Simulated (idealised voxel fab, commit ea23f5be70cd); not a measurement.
Proc. module: voxel transistor to metal
Cross-sectional view cut (width: 200 nm; square cell size: 5 nm).
Just so we're on the same page, the cross-sections are grids of square cells, and they're listed out in bands top to bottom, each band one or more rows deep. Heads up on the band format: heights come first, top then bottom, in nm. After that it's the materials left to right, each with its width in nm. A single material flagged "edge to edge" fills the whole band edge to edge, and "blank" means there's empty space there. Ref level 0: as-received wafer is one material below here. Bottom band extends down with no lower bound ("0 nm and below"). Per-row width for "30..40": begins at first number (top row of band), ends at second number (bottom row), increment between rows held constant. Step note "all unchanged" = no cross-section cell changed. The entry "Sealed internal cavities" lists the empty spaces that cover at least 8 cells and have no open path to the top. Each is written as width x height at distance, where the distance is measured from the left edge and all three values are in nm. What comes after the settings on a step's line is commentary from the simulator itself on that step. "overlay nm" denotes, for a step that has a mask, the displacement of the mask to the right of its planned place, with negative values corresponding to the left. Quick note on how to read the rest: it's all pairs. You get the cross-section before a process step and the one after, but the after one only goes down as far as the lowest band that changed. The step in between, with its settings, sits under the pair. Heads up, the pairs can come from different runs of this module on the same starting wafer, so don't assume a pair picks up from the one above unless its "State before" entry says it does.
## State before
* 80 nm to 65 nm | blank: 55, then resist: 20, then blank: 50, then resist: 20, then blank: 55
* 65 nm to 50 nm | blank: 55, then W: 20, then blank: 50, then W: 20, then blank: 55
* 50 nm to 45 nm | TiN edge to edge
* 45 nm to 35 nm | SiO2: 55, then TiN: 5, then Ru: 20..15, then TiN: 5..10, then SiO2: 30, then TiN: 5..10, then Ru: 20..15, then TiN: 5, then SiO2: 55
* 35 nm to 20 nm | SiO2: 55, then TiN: 5, then Ru: 15, then TiN: 5, then SiN: 5, then SiO2: 5, then SiCN: 20, then SiO2: 5, then SiN: 5, then TiN: 5, then Ru: 15, then TiN: 5, then SiO2: 55
* 20 nm to 15 nm | SiO2: 55, then TiN: 5, then Ru: 15, then TiN: 5, then SiN: 5, then SiO2: 5, then polySi: 20, then SiO2: 5, then SiN: 5, then TiN: 5, then Ru: 15, then TiN: 5, then SiO2: 55
* 15 nm to 10 nm | SiO2: 55, then TiN: 25, then SiN: 5, then SiO2: 5, then polySi: 20, then SiO2: 5, then SiN: 5, then TiN: 25, then SiO2: 55
* 10 nm to 0 nm | SiO2: 55, then TiN: 10, then pSi: 15, then SiN: 5, then SiO2: 5, then polySi: 20, then SiO2: 5, then SiN: 5, then pSi: 15, then TiN: 10, then SiO2: 55
* 0 nm to -5 nm | SiO2: 50, then pSi: 30, then SiO2: 40, then pSi: 30, then SiO2: 50
* -5 nm to -15 nm | SiO2: 55, then pSi: 25, then Si: 40, then pSi: 25, then SiO2: 55
* -15 nm to -65 nm | SiO2: 55, then Si: 90, then SiO2: 55
* -65 nm and below | Si edge to edge
* Sealed internal cavities: none
## after
* 80 nm to 65 nm | blank: 55, then resist: 20, then blank: 50, then resist: 20, then blank: 55
* 65 nm to 50 nm | blank: 55, then W: 20, then blank: 50, then W: 20, then blank: 55
* 50 nm to 45 nm | blank: 55, then TiN: 20, then blank: 50, then TiN: 20, then blank: 55
* Everything under 45 stays put, no change at all.
* Sealed internal cavities: none
What was done to get from the before section above to the after section? DIRECTIONAL_ETCH, etch materials TiN, depth nm 5
State before: This step starts from the configuration shown after the step in the pair immediately above.
## after
* 65 nm to 50 nm | blank: 55, then W: 20, then blank: 50, then W: 20, then blank: 55
* Everything under 50 stays put, no change at all.
* Sealed internal cavities: none
What was done to get from the before section above to the after section? STRIP, etch materials resist
State before: This step starts from the configuration shown after the step in the pair immediately above.
## after
* 70 nm to 65 nm | lowk edge to edge
* 65 nm to 50 nm | lowk: 55, then W: 20, then lowk: 50, then W: 20, then lowk: 55
* 50 nm to 45 nm | lowk: 55, then TiN: 20, then lowk: 50, then TiN: 20, then lowk: 55
* Everything under 45 stays put, no change at all.
* Sealed internal cavities: none
What was done to get from the before section above to the after section? FILL_DEP, material lowk, thk nm 5
State before: This step starts from the configuration shown after the step in the pair immediately above.
## after
* 65 nm to 50 nm | lowk: 55, then W: 20, then lowk: 50, then W: 20, then lowk: 55
* Everything under 50 stays put, no change at all.
* Sealed internal cavities: none
What was done to get from the before section above to the after section? CMP, height nm 65
State before: This step starts from the configuration shown after the step in the pair immediately above.
## after
* 70 nm to 65 nm | SiCN edge to edge
* Everything under 65 stays put, no change at all.
* Sealed internal cavities: none
What was done to get from the before section above to the after section? CONFORMAL_DEP, material SiCN, thk nm 5
State before: This step starts from the configuration shown after the step in the pair immediately above.
## after
* 100 nm to 70 nm | lowk edge to edge
* Everything under 70 stays put, no change at all.
* Sealed internal cavities: none
What was done to get from the before section above to the after section? DIRECTIONAL_DEP, material lowk, thk nm 30
State before: This step starts from the configuration shown after the step in the pair immediately above.
## after
* 100 nm to 70 nm | lowk: 55, then blank: 15, then lowk: 55, then blank: 15, then lowk: 60
* Everything under 70 stays put, no change at all.
* Sealed internal cavities: none
What was done to get from the before section above to the after section? MASKED_ETCH, tone open, mask id METAL_2_HOLES, width nm 15, pitch nm 70, etch materials lowk, depth nm 30, overlay nm 0
State before: This step starts from the configuration shown after the step in the pair immediately above.
## after
* 100 nm to 80 nm | lowk: 55, then blank: 20, then lowk: 50, then blank: 20, then lowk: 55
* Everything under 80 stays put, no change at all.
* Sealed internal cavities: none
What was done to get from the before section above to the after section? MASKED_ETCH, tone open, mask id METAL_2, width nm 20, pitch nm 70, etch materials lowk, depth nm 20, overlay nm 0
State before: This step starts from the configuration shown after the step in the pair immediately above.
## after
* 100 nm to 80 nm | lowk: 55, then blank: 20, then lowk: 50, then blank: 20, then lowk: 55
* 80 nm to 70 nm | lowk: 55, then blank: 15, then lowk: 55, then blank: 15, then lowk: 60
* 70 nm to 65 nm | SiCN: 55, then blank: 15, then SiCN: 55, then blank: 15, then SiCN: 60
* Everything under 65 stays put, no change at all.
* Sealed internal cavities: none
What was done to get from the before section above to the after section? MASKED_ETCH, tone open, mask id METAL_2, width nm 20, pitch nm 70, etch materials SiCN, depth nm 5, overlay nm 0
State before: This step starts from the configuration shown after the step in the pair immediately above.
## after
* 105 nm to 100 nm | TiN: 60, then blank: 10, then TiN: 60, then blank: 10, then TiN: 60
* 100 nm to 85 nm | lowk: 55, then TiN: 5, then blank: 10, then TiN: 5, then lowk: 50, then TiN: 5, then blank: 10, then TiN: 5, then lowk: 55
* 85 nm to 80 nm | lowk: 55, then TiN: 5, then blank: 5, then TiN: 10, then lowk: 50, then TiN: 5, then blank: 5, then TiN: 10, then lowk: 55
* 80 nm to 70 nm | lowk: 55, then TiN: 5, then blank: 5, then TiN: 5, then lowk: 55, then TiN: 5, then blank: 5, then TiN: 5, then lowk: 60
* 70 nm to 65 nm | SiCN: 55, then TiN: 15, then SiCN: 55, then TiN: 15, then SiCN: 60
* Everything under 65 stays put, no change at all.
* Sealed internal cavities: none
What was done to get from the before section above to the after section? CONFORMAL_DEP, material TiN, thk nm 5
State before: This step starts from the configuration shown after the step in the pair immediately above.
## after
* 110 nm to 105 nm | Ru edge to edge
* 105 nm to 100 nm | TiN: 60, then Ru: 10, then TiN: 60, then Ru: 10, then TiN: 60
* 100 nm to 85 nm | lowk: 55, then TiN: 5, then Ru: 10, then TiN: 5, then lowk: 50, then TiN: 5, then Ru: 10, then TiN: 5, then lowk: 55
* 85 nm to 80 nm | lowk: 55, then TiN: 5, then Ru: 5, then TiN: 10, then lowk: 50, then TiN: 5, then Ru: 5, then TiN: 10, then lowk: 55
* 80 nm to 70 nm | lowk: 55, then TiN: 5, then Ru: 5, then TiN: 5, then lowk: 55, then TiN: 5, then Ru: 5, then TiN: 5, then lowk: 60
* Everything under 70 stays put, no change at all.
* Sealed internal cavities: none
What was done to get from the before section above to the after section? FILL_DEP, material Ru, thk nm 5
State before: This step starts from the configuration shown after the step in the pair immediately above.
## after
* 100 nm to 85 nm | lowk: 55, then TiN: 5, then Ru: 10, then TiN: 5, then lowk: 50, then TiN: 5, then Ru: 10, then TiN: 5, then lowk: 55
* Everything under 85 stays put, no change at all.
* Sealed internal cavities: none
What was done to get from the before section above to the after section? CMP, height nm 100
State before: This step starts from the configuration shown after the step in the pair immediately above.
## after
* 105 nm to 100 nm | SiN edge to edge
* Everything under 100 stays put, no change at all.
* Sealed internal cavities: none
What was done to get from the before section above to the after section? CONFORMAL_DEP, material SiN, thk nm 5
## State before
* 45 nm to 35 nm | SiO2: 55, then TiN: 5, then Ru: 20..15, then TiN: 5..10, then SiO2: 30, then TiN: 5..10, then Ru: 20..15, then TiN: 5, then SiO2: 55
* 35 nm to 20 nm | SiO2: 55, then TiN: 5, then Ru: 15, then TiN: 5, then SiN: 5, then SiO2: 5, then SiCN: 20, then SiO2: 5, then SiN: 5, then TiN: 5, then Ru: 15, then TiN: 5, then SiO2: 55
* 20 nm to 15 nm | SiO2: 55, then TiN: 5, then Ru: 15, then TiN: 5, then SiN: 5, then SiO2: 5, then polySi: 20, then SiO2: 5, then SiN: 5, then TiN: 5, then Ru: 15, then TiN: 5, then SiO2: 55
* 15 nm to 10 nm | SiO2: 55, then TiN: 25, then SiN: 5, then SiO2: 5, then polySi: 20, then SiO2: 5, then SiN: 5, then TiN: 25, then SiO2: 55
* 10 nm to 0 nm | SiO2: 55, then TiN: 10, then pSi: 15, then SiN: 5, then SiO2: 5, then polySi: 20, then SiO2: 5, then SiN: 5, then pSi: 15, then TiN: 10, then SiO2: 55
* 0 nm to -5 nm | SiO2: 50, then pSi: 30, then SiO2: 40, then pSi: 30, then SiO2: 50
* -5 nm to -15 nm | SiO2: 55, then pSi: 25, then Si: 40, then pSi: 25, then SiO2: 55
* -15 nm to -35 nm | SiO2: 55, then Si: 90, then SiO2: 55
* -35 nm and below | Si edge to edge
* Sealed internal cavities: none
## after
* 60 nm to 45 nm | W edge to edge
* Everything under 45 stays put, no change at all.
* Sealed internal cavities: none
What was done to get from the before section above to the after section? DIRECTIONAL_DEP, material W, thk nm 15
State before: This step starts from the configuration shown after the step in the pair immediately above.
## after
* 65 nm to 60 nm | TiN edge to edge
* Everything under 60 stays put, no change at all.
* Sealed internal cavities: none
What was done to get from the before section above to the after section? DIRECTIONAL_DEP, material TiN, thk nm 5
State before: This step starts from the configuration shown after the step in the pair immediately above.
## after
* 80 nm to 65 nm | blank: 55, then resist: 20, then blank: 50, then resist: 20, then blank: 55
* Everything under 65 stays put, no change at all.
* Sealed internal cavities: none
What was done to get from the before section above to the after section? PATTERN, tone cover, mask id METAL_1, material resist, width nm 20, pitch nm 70, thk nm 15, overlay nm 0
State before: This step starts from the configuration shown after the step in the pair immediately above.
## after
* 80 nm to 65 nm | blank: 55, then resist: 20, then blank: 50, then resist: 20, then blank: 55
* 65 nm to 60 nm | blank: 55, then TiN: 20, then blank: 50, then TiN: 20, then blank: 55
* Everything under 60 stays put, no change at all.
* Sealed internal cavities: none
What was done to get from the before section above to the after section? DIRECTIONAL_ETCH, etch materials TiN, depth nm 5
State before: This step starts from the configuration shown after the step in the pair immediately above.
## after
* 65 nm to 60 nm | blank: 55, then TiN: 20, then blank: 50, then TiN: 20, then blank: 55
* Everything under 60 stays put, no change at all.
* Sealed internal cavities: none
What was done to get from the before section above to the after section? STRIP, etch materials resist
State before: This step starts from the configuration shown after the step in the pair immediately above.
## after
* 70 nm to 65 nm | lowk edge to edge
* 65 nm to 60 nm | lowk: 55, then TiN: 20, then lowk: 50, then TiN: 20, then lowk: 55
* Everything under 60 stays put, no change at all.
* Sealed internal cavities: none
What was done to get from the before section above to the after section? FILL_DEP, material lowk, thk nm 5
State before: This step starts from the configuration shown after the step in the pair immediately above.
## after
* 65 nm to 60 nm | lowk: 55, then TiN: 20, then lowk: 50, then TiN: 20, then lowk: 55
* Everything under 60 stays put, no change at all.
* Sealed internal cavities: none
What was done to get from the before section above to the after section? CMP, height nm 65
State before: This step starts from the configuration shown after the step in the pair immediately above.
## after
* 70 nm to 65 nm | SiCN edge to edge
* Everything under 65 stays put, no change at all.
* Sealed internal cavities: none
What was done to get from the before section above to the after section? CONFORMAL_DEP, material SiCN, thk nm 5
State before: This step starts from the configuration shown after the step in the pair immediately above.
## after
* 100 nm to 70 nm | lowk edge to edge
* Everything under 70 stays put, no change at all.
* Sealed internal cavities: none
What was done to get from the before section above to the after section? DIRECTIONAL_DEP, material lowk, thk nm 30
State before: This step starts from the configuration shown after the step in the pair immediately above.
## after
* 100 nm to 70 nm | lowk: 55, then blank: 15, then lowk: 55, then blank: 15, then lowk: 60
* Everything under 70 stays put, no change at all.
* Sealed internal cavities: none
What was done to get from the before section above to the after section? MASKED_ETCH, tone open, mask id METAL_2_HOLES, width nm 15, pitch nm 70, etch materials lowk, depth nm 30, overlay nm 0
State before: This step starts from the configuration shown after the step in the pair immediately above.
## after
* 100 nm to 80 nm | lowk: 55, then blank: 20, then lowk: 50, then blank: 20, then lowk: 55
* Everything under 80 stays put, no change at all.
* Sealed internal cavities: none
What was done to get from the before section above to the after section? MASKED_ETCH, tone open, mask id METAL_2, width nm 20, pitch nm 70, etch materials lowk, depth nm 20, overlay nm 0
State before: This step starts from the configuration shown after the step in the pair immediately above.
## after
* 100 nm to 80 nm | lowk: 55, then blank: 20, then lowk: 50, then blank: 20, then lowk: 55
* 80 nm to 70 nm | lowk: 55, then blank: 15, then lowk: 55, then blank: 15, then lowk: 60
* 70 nm to 65 nm | SiCN: 55, then blank: 15, then SiCN: 55, then blank: 15, then SiCN: 60
* Everything under 65 stays put, no change at all.
* Sealed internal cavities: none
What was done to get from the before section above to the after section? MASKED_ETCH, tone open, mask id METAL_2, width nm 20, pitch nm 70, etch materials SiCN, depth nm 5, overlay nm 0
State before: This step starts from the configuration shown after the step in the pair immediately above.
## after
* 105 nm to 100 nm | TiN: 60, then blank: 10, then TiN: 60, then blank: 10, then TiN: 60
* 100 nm to 85 nm | lowk: 55, then TiN: 5, then blank: 10, then TiN: 5, then lowk: 50, then TiN: 5, then blank: 10, then TiN: 5, then lowk: 55
* 85 nm to 80 nm | lowk: 55, then TiN: 5, then blank: 5, then TiN: 10, then lowk: 50, then TiN: 5, then blank: 5, then TiN: 10, then lowk: 55
* 80 nm to 70 nm | lowk: 55, then TiN: 5, then blank: 5, then TiN: 5, then lowk: 55, then TiN: 5, then blank: 5, then TiN: 5, then lowk: 60
* 70 nm to 65 nm | SiCN: 55, then TiN: 15, then SiCN: 55, then TiN: 15, then SiCN: 60
* Everything under 65 stays put, no change at all.
* Sealed internal cavities: none
What was done to get from the before section above to the after section? CONFORMAL_DEP, material TiN, thk nm 5
State before: This step starts from the configuration shown after the step in the pair immediately above.
## after
* 110 nm to 105 nm | Ru edge to edge
* 105 nm to 100 nm | TiN: 60, then Ru: 10, then TiN: 60, then Ru: 10, then TiN: 60
* 100 nm to 85 nm | lowk: 55, then TiN: 5, then Ru: 10, then TiN: 5, then lowk: 50, then TiN: 5, then Ru: 10, then TiN: 5, then lowk: 55
* 85 nm to 80 nm | lowk: 55, then TiN: 5, then Ru: 5, then TiN: 10, then lowk: 50, then TiN: 5, then Ru: 5, then TiN: 10, then lowk: 55
* 80 nm to 70 nm | lowk: 55, then TiN: 5, then Ru: 5, then TiN: 5, then lowk: 55, then TiN: 5, then Ru: 5, then TiN: 5, then lowk: 60
* Everything under 70 stays put, no change at all.
* Sealed internal cavities: none
What was done to get from the before section above to the after section? FILL_DEP, material Ru, thk nm 5
State before: This step starts from the configuration shown after the step in the pair immediately above.
## after
* 100 nm to 85 nm | lowk: 55, then TiN: 5, then Ru: 10, then TiN: 5, then lowk: 50, then TiN: 5, then Ru: 10, then TiN: 5, then lowk: 55
* Everything under 85 stays put, no change at all.
* Sealed internal cavities: none
What was done to get from the before section above to the after section? CMP, height nm 100
State before: This step starts from the configuration shown after the step in the pair immediately above.
## after
* 105 nm to 100 nm | SiN edge to edge
* Everything under 100 stays put, no change at all.
* Sealed internal cavities: none
What was done to get from the before section above to the after section? CONFORMAL_DEP, material SiN, thk nm 5
## State before
* 60 nm to 50 nm | Ru edge to edge
* 50 nm to 45 nm | TiN: 60, then Ru: 20, then TiN: 40, then Ru: 20, then TiN: 60
* 45 nm to 35 nm | SiO2: 55, then TiN: 5, then Ru: 20..15, then TiN: 5..10, then SiO2: 30, then TiN: 5..10, then Ru: 20..15, then TiN: 5, then SiO2: 55
* 35 nm to 20 nm | SiO2: 55, then TiN: 5, then Ru: 15, then TiN: 5, then SiN: 5, then SiO2: 5, then SiCN: 20, then SiO2: 5, then SiN: 5, then TiN: 5, then Ru: 15, then TiN: 5, then SiO2: 55
* 20 nm to 15 nm | SiO2: 55, then TiN: 5, then Ru: 15, then TiN: 5, then SiN: 5, then SiO2: 5, then polySi: 20, then SiO2: 5, then SiN: 5, then TiN: 5, then Ru: 15, then TiN: 5, then SiO2: 55
* 15 nm to 10 nm | SiO2: 55, then TiN: 25, then SiN: 5, then SiO2: 5, then polySi: 20, then SiO2: 5, then SiN: 5, then TiN: 25, then SiO2: 55
* 10 nm to 0 nm | SiO2: 55, then TiN: 10, then pSi: 15, then SiN: 5, then SiO2: 5, then polySi: 20, then SiO2: 5, then SiN: 5, then pSi: 15, then TiN: 10, then SiO2: 55
* 0 nm to -5 nm | SiO2: 50, then pSi: 30, then SiO2: 40, then pSi: 30, then SiO2: 50
* -5 nm to -15 nm | SiO2: 55, then pSi: 25, then Si: 40, then pSi: 25, then SiO2: 55
* -15 nm to -35 nm | SiO2: 55, then Si: 90, then SiO2: 55
* -35 nm and below | Si edge to edge
* Sealed internal cavities: none
## after
* 50 nm to 45 nm | TiN: 60, then Ru: 20, then TiN: 40, then Ru: 20, then TiN: 60
* Everything under 45 stays put, no change at all.
* Sealed internal cavities: none
What was done to get from the before section above to the after section? CMP, height nm 50
State before: This step starts from the configuration shown after the step in the pair immediately above.
## after
* 55 nm to 50 nm | TiN edge to edge
* Everything under 50 stays put, no change at all.
* Sealed internal cavities: none
What was done to get from the before section above to the after section? DIRECTIONAL_DEP, material TiN, thk nm 5
State before: This step starts from the configuration shown after the step in the pair immediately above.
## after
* 70 nm to 55 nm | W edge to edge
* Everything under 55 stays put, no change at all.
* Sealed internal cavities: none
What was done to get from the before section above to the after section? DIRECTIONAL_DEP, material W, thk nm 15
State before: This step starts from the configuration shown after the step in the pair immediately above.
## after
* 85 nm to 70 nm | blank: 55, then resist: 20, then blank: 50, then resist: 20, then blank: 55
* Everything under 70 stays put, no change at all.
* Sealed internal cavities: none
What was done to get from the before section above to the after section? PATTERN, tone cover, mask id METAL_1, material resist, width nm 20, pitch nm 70, thk nm 15, overlay nm 0
State before: This step starts from the configuration shown after the step in the pair immediately above.
## after
* 85 nm to 70 nm | blank: 55, then resist: 20, then blank: 50, then resist: 20, then blank: 55
* 70 nm to 55 nm | blank: 55, then W: 20, then blank: 50, then W: 20, then blank: 55
* Everything under 55 stays put, no change at all.
* Sealed internal cavities: none
What was done to get from the before section above to the after section? DIRECTIONAL_ETCH, etch materials W, depth nm 15
State before: This step starts from the configuration shown after the step in the pair immediately above.
## after
* 85 nm to 70 nm | blank: 55, then resist: 20, then blank: 50, then resist: 20, then blank: 55
* 70 nm to 55 nm | blank: 55, then W: 20, then blank: 50, then W: 20, then blank: 55
* 55 nm to 50 nm | blank: 55, then TiN: 20, then blank: 50, then TiN: 20, then blank: 55
* Everything under 50 stays put, no change at all.
* Sealed internal cavities: none
What was done to get from the before section above to the after section? DIRECTIONAL_ETCH, etch materials TiN, depth nm 5
State before: This step starts from the configuration shown after the step in the pair immediately above.
## after
* 70 nm to 55 nm | blank: 55, then W: 20, then blank: 50, then W: 20, then blank: 55
* Everything under 55 stays put, no change at all.
* Sealed internal cavities: none
What was done to get from the before section above to the after section? STRIP, etch materials resist
State before: This step starts from the configuration shown after the step in the pair immediately above.
## after
* 75 nm to 70 nm | lowk edge to edge
* 70 nm to 55 nm | lowk: 55, then W: 20, then lowk: 50, then W: 20, then lowk: 55
* 55 nm to 50 nm | lowk: 55, then TiN: 20, then lowk: 50, then TiN: 20, then lowk: 55
* Everything under 50 stays put, no change at all.
* Sealed internal cavities: none
What was done to get from the before section above to the after section? FILL_DEP, material lowk, thk nm 5
State before: This step starts from the configuration shown after the step in the pair immediately above.
## after
* 65 nm to 55 nm | lowk: 55, then W: 20, then lowk: 50, then W: 20, then lowk: 55
* Everything under 55 stays put, no change at all.
* Sealed internal cavities: none
What was done to get from the before section above to the after section? CMP, height nm 65
State before: This step starts from the configuration shown after the step in the pair immediately above.
## after
* 70 nm to 65 nm | SiCN edge to edge
* Everything under 65 stays put, no change at all.
* Sealed internal cavities: none
What was done to get from the before section above to the after section? CONFORMAL_DEP, material SiCN, thk nm 5
State before: This step starts from the configuration shown after the step in the pair immediately above.
## after
* 100 nm to 70 nm | lowk edge to edge
* Everything under 70 stays put, no change at all.
* Sealed internal cavities: none
What was done to get from the before section above to the after section? DIRECTIONAL_DEP, material lowk, thk nm 30
State before: This step starts from the configuration shown after the step in the pair immediately above.
## after
* 100 nm to 70 nm | lowk: 55, then blank: 15, then lowk: 55, then blank: 15, then lowk: 60
* Everything under 70 stays put, no change at all.
* Sealed internal cavities: none
What was done to get from the before section above to the after section? MASKED_ETCH, tone open, mask id METAL_2_HOLES, width nm 15, pitch nm 70, etch materials lowk, depth nm 30, overlay nm 0
State before: This step starts from the configuration shown after the step in the pair immediately above.
## after
* 100 nm to 80 nm | lowk: 55, then blank: 20, then lowk: 50, then blank: 20, then lowk: 55
* Everything under 80 stays put, no change at all.
* Sealed internal cavities: none
What was done to get from the before section above to the after section? MASKED_ETCH, tone open, mask id METAL_2, width nm 20, pitch nm 70, etch materials lowk, depth nm 20, overlay nm 0
State before: This step starts from the configuration shown after the step in the pair immediately above.
## after
* 100 nm to 80 nm | lowk: 55, then blank: 20, then lowk: 50, then blank: 20, then lowk: 55
* 80 nm to 70 nm | lowk: 55, then blank: 15, then lowk: 55, then blank: 15, then lowk: 60
* 70 nm to 65 nm | SiCN: 55, then blank: 15, then SiCN: 55, then blank: 15, then SiCN: 60
* Everything under 65 stays put, no change at all.
* Sealed internal cavities: none
What was done to get from the before section above to the after section? MASKED_ETCH, tone open, mask id METAL_2, width nm 20, pitch nm 70, etch materials SiCN, depth nm 5, overlay nm 0
State before: This step starts from the configuration shown after the step in the pair immediately above.
## after
* 105 nm to 100 nm | TiN: 60, then blank: 10, then TiN: 60, then blank: 10, then TiN: 60
* 100 nm to 85 nm | lowk: 55, then TiN: 5, then blank: 10, then TiN: 5, then lowk: 50, then TiN: 5, then blank: 10, then TiN: 5, then lowk: 55
* 85 nm to 80 nm | lowk: 55, then TiN: 5, then blank: 5, then TiN: 10, then lowk: 50, then TiN: 5, then blank: 5, then TiN: 10, then lowk: 55
* 80 nm to 70 nm | lowk: 55, then TiN: 5, then blank: 5, then TiN: 5, then lowk: 55, then TiN: 5, then blank: 5, then TiN: 5, then lowk: 60
* 70 nm to 65 nm | SiCN: 55, then TiN: 15, then SiCN: 55, then TiN: 15, then SiCN: 60
* Everything under 65 stays put, no change at all.
* Sealed internal cavities: none
What was done to get from the before section above to the after section? CONFORMAL_DEP, material TiN, thk nm 5
State before: This step starts from the configuration shown after the step in the pair immediately above.
## after
* 110 nm to 105 nm | Ru edge to edge
* 105 nm to 100 nm | TiN: 60, then Ru: 10, then TiN: 60, then Ru: 10, then TiN: 60
* 100 nm to 85 nm | lowk: 55, then TiN: 5, then Ru: 10, then TiN: 5, then lowk: 50, then TiN: 5, then Ru: 10, then TiN: 5, then lowk: 55
* 85 nm to 80 nm | lowk: 55, then TiN: 5, then Ru: 5, then TiN: 10, then lowk: 50, then TiN: 5, then Ru: 5, then TiN: 10, then lowk: 55
* 80 nm to 70 nm | lowk: 55, then TiN: 5, then Ru: 5, then TiN: 5, then lowk: 55, then TiN: 5, then Ru: 5, then TiN: 5, then lowk: 60
* Everything under 70 stays put, no change at all.
* Sealed internal cavities: none
What was done to get from the before section above to the after section? FILL_DEP, material Ru, thk nm 5
State before: This step starts from the configuration shown after the step in the pair immediately above.
## after
* 100 nm to 85 nm | lowk: 55, then TiN: 5, then Ru: 10, then TiN: 5, then lowk: 50, then TiN: 5, then Ru: 10, then TiN: 5, then lowk: 55
* Everything under 85 stays put, no change at all.
* Sealed internal cavities: none
What was done to get from the before section above to the after section? CMP, height nm 100
State before: This step starts from the configuration shown after the step in the pair immediately above.
## after
* 105 nm to 100 nm | SiN edge to edge
* Everything under 100 stays put, no change at all.
* Sealed internal cavities: none
What was done to get from the before section above to the after section? CONFORMAL_DEP, material SiN, thk nm 5
## State before
* 20 nm to 5 nm | SiN edge to edge
* 5 nm to 0 nm | SiO2 edge to edge
* 0 nm and below | Si edge to edge
* Sealed internal cavities: none
## after
* 35 nm to 20 nm | blank: 55, then resist: 95, then blank: 50
* Everything under 20 stays put, no change at all.
* Sealed internal cavities: none
What was done to get from the before section above to the after section? PATTERN, tone cover, mask id ACTIVE, material resist, width nm 95, thk nm 15, overlay nm 0
State before: This step starts from the configuration shown after the step in the pair immediately above.
## after
* 35 nm to 20 nm | blank: 55, then resist: 95, then blank: 50
* 20 nm to 5 nm | blank: 55, then SiN: 95, then blank: 50
* Everything under 5 stays put, no change at all.
* Sealed internal cavities: none
What was done to get from the before section above to the after section? DIRECTIONAL_ETCH, etch materials SiN, depth nm 15
State before: This step starts from the configuration shown after the step in the pair immediately above.
## after
* 35 nm to 20 nm | blank: 55, then resist: 95, then blank: 50
* 20 nm to 5 nm | blank: 55, then SiN: 95, then blank: 50
* 5 nm to 0 nm | blank: 55, then SiO2: 95, then blank: 50
* Everything under 0 stays put, no change at all.
* Sealed internal cavities: none
What was done to get from the before section above to the after section? DIRECTIONAL_ETCH, etch materials SiO2, depth nm 5
State before: This step starts from the configuration shown after the step in the pair immediately above.
## after
* 35 nm to 20 nm | blank: 55, then resist: 95, then blank: 50
* 20 nm to 5 nm | blank: 55, then SiN: 95, then blank: 50
* 5 nm to 0 nm | blank: 55, then SiO2: 95, then blank: 50
* 0 nm to -30 nm | blank: 55, then Si: 95, then blank: 50
* Everything under -30 stays put, no change at all.
* Sealed internal cavities: none
What was done to get from the before section above to the after section? DIRECTIONAL_ETCH, etch materials Si, depth nm 30
State before: This step starts from the configuration shown after the step in the pair immediately above.
## after
* 20 nm to 5 nm | blank: 55, then SiN: 95, then blank: 50
* Everything under 5 stays put, no change at all.
* Sealed internal cavities: none
What was done to get from the before section above to the after section? STRIP, etch materials resist
State before: This step starts from the configuration shown after the step in the pair immediately above.
## after
* 20 nm to 5 nm | blank: 55, then SiN: 95, then blank: 50
* 5 nm to 0 nm | blank: 55, then SiO2: 95, then blank: 50
* 0 nm to -30 nm | blank: 55, then SiO2: 5, then Si: 85, then SiO2: 5, then blank: 50
* -30 nm to -35 nm | SiO2: 60, then Si: 85, then SiO2: 55
* Everything under -35 stays put, no change at all.
* Sealed internal cavities: none
What was done to get from the before section above to the after section? OXIDIZE, depth nm 5
State before: This step starts from the configuration shown after the step in the pair immediately above.
## after
* 25 nm to 20 nm | SiO2 edge to edge
* 20 nm to 5 nm | SiO2: 55, then SiN: 95, then SiO2: 50
* 5 nm to 0 nm | SiO2 edge to edge
* 0 nm to -35 nm | SiO2: 60, then Si: 85, then SiO2: 55
* Everything under -35 stays put, no change at all.
* Sealed internal cavities: none
What was done to get from the before section above to the after section? FILL_DEP, material SiO2, thk nm 5
State before: This step starts from the configuration shown after the step in the pair immediately above.
## after
* 20 nm to 5 nm | SiO2: 55, then SiN: 95, then SiO2: 50
* Everything under 5 stays put, no change at all.
* Sealed internal cavities: none
What was done to get from the before section above to the after section? CMP, height nm 20
State before: This step starts from the configuration shown after the step in the pair immediately above.
## after
* 20 nm to 5 nm | blank: 55, then SiN: 95, then blank: 50
* Everything under 5 stays put, no change at all.
* Sealed internal cavities: none
What was done to get from the before section above to the after section? SELECTIVE_ETCH, etch materials SiO2, depth nm 15
State before: This step starts from the configuration shown after the step in the pair immediately above.
## after
* 5 nm to 0 nm | SiO2 edge to edge
* Everything under 0 stays put, no change at all.
* Sealed internal cavities: none
What was done to get from the before section above to the after section? STRIP, etch materials SiN
State before: This step starts from the configuration shown after the step in the pair immediately above.
## after
* 0 nm to -35 nm | SiO2: 60, then Si: 85, then SiO2: 55
* Everything under -35 stays put, no change at all.
* Sealed internal cavities: none
What was done to get from the before section above to the after section? SELECTIVE_ETCH, etch materials SiO2, depth nm 5
State before: This step starts from the configuration shown after the step in the pair immediately above.
## after
* 0 nm to -5 nm | SiO2 edge to edge
* Everything under -5 stays put, no change at all.
* Sealed internal cavities: none
What was done to get from the before section above to the after section? OXIDIZE, depth nm 5
State before: This step starts from the configuration shown after the step in the pair immediately above.
## after
* 20 nm to 0 nm | polySi edge to edge
* Everything under 0 stays put, no change at all.
* Sealed internal cavities: none
What was done to get from the before section above to the after section? DIRECTIONAL_DEP, material polySi, thk nm 20
State before: This step starts from the configuration shown after the step in the pair immediately above.
## after
* 35 nm to 20 nm | SiCN edge to edge
* Everything under 20 stays put, no change at all.
* Sealed internal cavities: none
What was done to get from the before section above to the after section? DIRECTIONAL_DEP, material SiCN, thk nm 15
State before: This step starts from the configuration shown after the step in the pair immediately above.
## after
* 55 nm to 35 nm | blank: 90, then resist: 20, then blank: 90
* Everything under 35 stays put, no change at all.
* Sealed internal cavities: none
What was done to get from the before section above to the after section? PATTERN, tone cover, mask id GATE, material resist, width nm 20, thk nm 20, overlay nm 0
State before: This step starts from the configuration shown after the step in the pair immediately above.
## after
* 55 nm to 35 nm | blank: 90, then resist: 20, then blank: 90
* 35 nm to 20 nm | blank: 90, then SiCN: 20, then blank: 90
* Everything under 20 stays put, no change at all.
* Sealed internal cavities: none
What was done to get from the before section above to the after section? DIRECTIONAL_ETCH, etch materials SiCN, depth nm 25
State before: This step starts from the configuration shown after the step in the pair immediately above.
## after
* 55 nm to 35 nm | blank: 90, then resist: 20, then blank: 90
* 35 nm to 20 nm | blank: 90, then SiCN: 20, then blank: 90
* 20 nm to 0 nm | blank: 90, then polySi: 20, then blank: 90
* Everything under 0 stays put, no change at all.
* Sealed internal cavities: none
What was done to get from the before section above to the after section? DIRECTIONAL_ETCH, etch materials polySi, depth nm 30
State before: This step starts from the configuration shown after the step in the pair immediately above.
## after
* 35 nm to 20 nm | blank: 90, then SiCN: 20, then blank: 90
* Everything under 20 stays put, no change at all.
* Sealed internal cavities: none
What was done to get from the before section above to the after section? STRIP, etch materials resist
